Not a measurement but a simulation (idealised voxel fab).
You're looking at the process module voxel spacer lines.
Pictured: cross-section cut, 185 nm wide, on a grid of 5 nm square cells.
A cross-section is a grid of square cells, given in bands from the top down. A band is one or more rows of cells.
Top, bottom (nm), then materials left to right with widths (nm); lone material tagged "full width" fills the whole band edge to edge; "air" = empty space.
Beneath 0, the wafer as received is one material, and that level is where height counting begins. The lowest band goes on downward without a bottom; it is written like "0 down".
Read "30..40" as a graded width: first number on top, second number at the bottom, same change between each pair of neighbouring rows.
A step reported as "no modifications" is a step in which no cell of the cross-section changed.
"Cavities, sealed": sealed empty spaces, 8 cells or more, no open way to top, listed width x height at distance, with distance from the left edge and width, height and distance in nm.
Where a step's line continues beyond its settings, the continuation is a remark by the simulator itself on that step.
If you see "overlay nm" on a step's line and that step has a mask, it's telling you how far right of where it was planned the mask ended up; a negative number means it went left instead.
Process steps (planned)
| 1 | op RECEIVE | material Si |
| 2 | op CONFORMAL_DEP | material Al2O3 | thk nm 5 |
| 3 | op DIRECTIONAL_DEP | material SiN | thk nm 10 |
| 4 | op DIRECTIONAL_DEP | material aC | thk nm 25 |
| 5 | op PATTERN | tone cover | mask id MANDREL | material resist | width nm 25 | pitch nm 70 | thk nm 30 | overlay nm 0 |
| 6 | op DIRECTIONAL_ETCH | etch materials aC | depth nm 25 |
| 7 | op STRIP | etch materials resist |
| 8 | op CONFORMAL_DEP | material SiO2 | thk nm 10 |
| 9 | op DIRECTIONAL_ETCH | etch materials SiO2 | depth nm 10 |
| 10 | op STRIP | etch materials aC |
| 11 | op DIRECTIONAL_ETCH | etch materials SiN | depth nm 10 |
| 12 | op STRIP | etch materials SiO2 |
| 13 | op FILL_DEP | material lowk | thk nm 5 |
| 14 | op CMP | height nm 15 |
The first of the two wafers, which ran as planned
Wafer at receipt (post step 1), cross-section
0 down = Si full width
Cavities, sealed: none
Cross-section of the wafer subsequent to step 2
5 to 0 = Al2O3 full width
Below 0 it's all the same as before, nothing changed down there.
Cross-section of the wafer subsequent to step 3
15 to 5 = SiN full width
Below 5 it's all the same as before, nothing changed down there.
Cross-section of the wafer subsequent to step 4
40 to 15 = aC full width
Below 15 it's all the same as before, nothing changed down there.
Cross-section of the wafer subsequent to step 5
70 to 40 = air=45 | resist=25 | air=45 | resist=25 | air=45
Below 40 it's all the same as before, nothing changed down there.
Cross-section of the wafer subsequent to step 6
45 to 40 = air=45 | resist=25 | air=45 | resist=25 | air=45
40 to 15 = air=45 | aC=25 | air=45 | aC=25 | air=45
Below 15 it's all the same as before, nothing changed down there.
Cross-section of the wafer subsequent to step 7
40 to 15 = air=45 | aC=25 | air=45 | aC=25 | air=45
Below 15 it's all the same as before, nothing changed down there.
Cross-section of the wafer subsequent to step 8
50 to 40 = air=35 | SiO2=45 | air=25 | SiO2=45 | air=35
40 to 25 = air=35 | SiO2=10 | aC=25 | SiO2=10 | air=25 | SiO2=10 | aC=25 | SiO2=10 | air=35
25 to 15 = SiO2=45 | aC=25 | SiO2=45 | aC=25 | SiO2=45
Below 15 it's all the same as before, nothing changed down there.
Cross-section of the wafer subsequent to step 9
40 to 15 = air=35 | SiO2=10 | aC=25 | SiO2=10 | air=25 | SiO2=10 | aC=25 | SiO2=10 | air=35
Below 15 it's all the same as before, nothing changed down there.
Cross-section of the wafer subsequent to step 10
40 to 15 = air=35 | SiO2=10 | air=25 | SiO2=10 | air=25 | SiO2=10 | air=25 | SiO2=10 | air=35
Below 15 it's all the same as before, nothing changed down there.
Cross-section of the wafer subsequent to step 11
40 to 15 = air=35 | SiO2=10 | air=25 | SiO2=10 | air=25 | SiO2=10 | air=25 | SiO2=10 | air=35
15 to 5 = air=35 | SiN=10 | air=25 | SiN=10 | air=25 | SiN=10 | air=25 | SiN=10 | air=35
Below 5 it's all the same as before, nothing changed down there.
Cross-section of the wafer subsequent to step 12
15 to 5 = air=35 | SiN=10 | air=25 | SiN=10 | air=25 | SiN=10 | air=25 | SiN=10 | air=35
Below 5 it's all the same as before, nothing changed down there.
Cross-section of the wafer subsequent to step 13
20 to 15 = lowk full width
15 to 5 = lowk=35 | SiN=10 | lowk=25 | SiN=10 | lowk=25 | SiN=10 | lowk=25 | SiN=10 | lowk=35
Below 5 it's all the same as before, nothing changed down there.
Cross-section of the wafer subsequent to step 14
15 to 5 = lowk=35 | SiN=10 | lowk=25 | SiN=10 | lowk=25 | SiN=10 | lowk=25 | SiN=10 | lowk=35
Below 5 it's all the same as before, nothing changed down there.
The second wafer began exactly as the first did and followed the same plan, but one mistake was made while running it; through step 1 inclusive, the two wafers are identical
Second wafer profile in section, at the moment step 2 of the plan was meant to be complete
10 to 0 = SiN full width
Below 0 it's all the same as before, nothing changed down there.
Second wafer profile in section, at the moment step 3 of the plan was meant to be complete
15 to 10 = Al2O3 full width
Below 10 it's all the same as before, nothing changed down there.
Second wafer profile in section, at the moment step 4 of the plan was meant to be complete
40 to 15 = aC full width
Below 15 it's all the same as before, nothing changed down there.
Second wafer profile in section, at the moment step 5 of the plan was meant to be complete
70 to 40 = air=45 | resist=25 | air=45 | resist=25 | air=45
Below 40 it's all the same as before, nothing changed down there.
Second wafer profile in section, at the moment step 6 of the plan was meant to be complete
45 to 40 = air=45 | resist=25 | air=45 | resist=25 | air=45
40 to 15 = air=45 | aC=25 | air=45 | aC=25 | air=45
Below 15 it's all the same as before, nothing changed down there.
Second wafer profile in section, at the moment step 7 of the plan was meant to be complete
40 to 15 = air=45 | aC=25 | air=45 | aC=25 | air=45
Below 15 it's all the same as before, nothing changed down there.
Second wafer profile in section, at the moment step 8 of the plan was meant to be complete
50 to 40 = air=35 | SiO2=45 | air=25 | SiO2=45 | air=35
40 to 25 = air=35 | SiO2=10 | aC=25 | SiO2=10 | air=25 | SiO2=10 | aC=25 | SiO2=10 | air=35
25 to 15 = SiO2=45 | aC=25 | SiO2=45 | aC=25 | SiO2=45
Below 15 it's all the same as before, nothing changed down there.
Second wafer profile in section, at the moment step 9 of the plan was meant to be complete
40 to 15 = air=35 | SiO2=10 | aC=25 | SiO2=10 | air=25 | SiO2=10 | aC=25 | SiO2=10 | air=35
Below 15 it's all the same as before, nothing changed down there.
Second wafer profile in section, at the moment step 10 of the plan was meant to be complete
40 to 15 = air=35 | SiO2=10 | air=25 | SiO2=10 | air=25 | SiO2=10 | air=25 | SiO2=10 | air=35
Below 15 it's all the same as before, nothing changed down there.
Second wafer profile in section, at the moment step 11 of the plan was meant to be complete: no modifications
Second wafer profile in section, at the moment step 12 of the plan was meant to be complete
15 to 10 = Al2O3 full width
Below 10 it's all the same as before, nothing changed down there.
Second wafer profile in section, at the moment step 13 of the plan was meant to be complete
20 to 15 = lowk full width
Below 15 it's all the same as before, nothing changed down there.
Second wafer profile in section, at the moment step 14 of the plan was meant to be complete
15 to 10 = Al2O3 full width
Below 10 it's all the same as before, nothing changed down there.
What was the processing mistake? sequence error: steps 2 and 3 interchanged
End check, counted in cells, second wafer has more or fewer of these materials than the first: +58 SiN, -58 lowk
